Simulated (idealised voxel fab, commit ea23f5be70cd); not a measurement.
process module | voxel wiring stack
cross-section cut | 255 nm wide | cells 5 nm
A cross-section is a grid of square cells, given in bands from the top down. A band is one or more rows of cells.
Each band's line starts with the height of the band's top and of its bottom, in nm. Then come its materials from left to right, each with its width in nm. One material with "throughout" fills the band from edge to edge. "air" is empty space.
Height 0 is the level under which the wafer as received is all one material. The lowest band goes on downwards, as in "0 down".
A width such as "30 to 40" changes by the same amount from each row of cells to the next, from the band's top row to its bottom row.
"no change" after a step means that no cell of the cross-section changed.
closed voids: empty space of 8 cells or more with no open way to the top, each as width x height at its distance from the left edge, in nm
after a step's settings: what the simulator itself notes on the step
overlay nm, on a step with a mask: how far to the right of its planned place the mask lay; to the left if negative
plan
1 op RECEIVE | material Si
2 op CONFORMAL_DEP | material SiO2 | thk nm 15
3 op DIRECTIONAL_DEP | material TiN | thk nm 5
4 op DIRECTIONAL_DEP | material Ru | thk nm 25
5 op MASKED_ETCH | tone cover | mask id METAL_1 | width nm 25 | pitch nm 40 | etch materials Ru | depth nm 25 | overlay nm 0
6 op MASKED_ETCH | tone cover | mask id METAL_1 | width nm 25 | pitch nm 40 | etch materials TiN | depth nm 5 | overlay nm 0
7 op FILL_DEP | material SiO2 | thk nm 10
8 op CMP | height nm 45
9 op CONFORMAL_DEP | material SiCN | thk nm 5
10 op DIRECTIONAL_DEP | material lowk | thk nm 15
11 op PATTERN | tone open | mask id PLUG_1 | material resist | width nm 15 | pitch nm 40 | thk nm 15 | overlay nm 0
12 op DIRECTIONAL_ETCH | etch materials lowk | depth nm 15
13 op DIRECTIONAL_ETCH | etch materials SiCN | depth nm 5
14 op STRIP | etch materials resist
15 op EPI | material Ru | thk nm 10
16 op EPI | material Ru | thk nm 10
17 op DIRECTIONAL_DEP | material TiN | thk nm 5
18 op DIRECTIONAL_DEP | material Ru | thk nm 20
19 op PATTERN | tone cover | mask id METAL_2 | material resist | width nm 25 | pitch nm 40 | thk nm 20 | overlay nm 0
20 op DIRECTIONAL_ETCH | etch materials Ru | depth nm 20
21 op DIRECTIONAL_ETCH | etch materials TiN | depth nm 5
22 op STRIP | etch materials resist
23 op FILL_DEP | material lowk | thk nm 10
24 op CMP | height nm 90
25 op CONFORMAL_DEP | material SiN | thk nm 5
as received, after step 1
  0 down: Si throughout
  closed voids: none
a wafer at the end: this start, this plan, one mistake
  95 to 90: SiN throughout
  90 to 70: SiCN 95 | Ru 25 | SiCN 15 | Ru 25 | SiCN 95
  70 to 65: SiCN 95 | TiN 25 | SiCN 15 | TiN 25 | SiCN 95
  65 to 50: lowk 95 | Ru 15 | lowk 25 | Ru 15 | lowk 105
  50 to 45: SiCN 95 | Ru 15 | SiCN 25 | Ru 15 | SiCN 105
  45 to 20: SiO2 95 | Ru 25 | SiO2 15 | Ru 25 | SiO2 95
  20 to 15: SiO2 95 | TiN 25 | SiO2 15 | TiN 25 | SiO2 95
  15 to 0: SiO2 throughout
  0 down: Si throughout
  closed voids: none
what went wrong: step 23 ran as: op FILL_DEP | material SiCN | thk nm 10
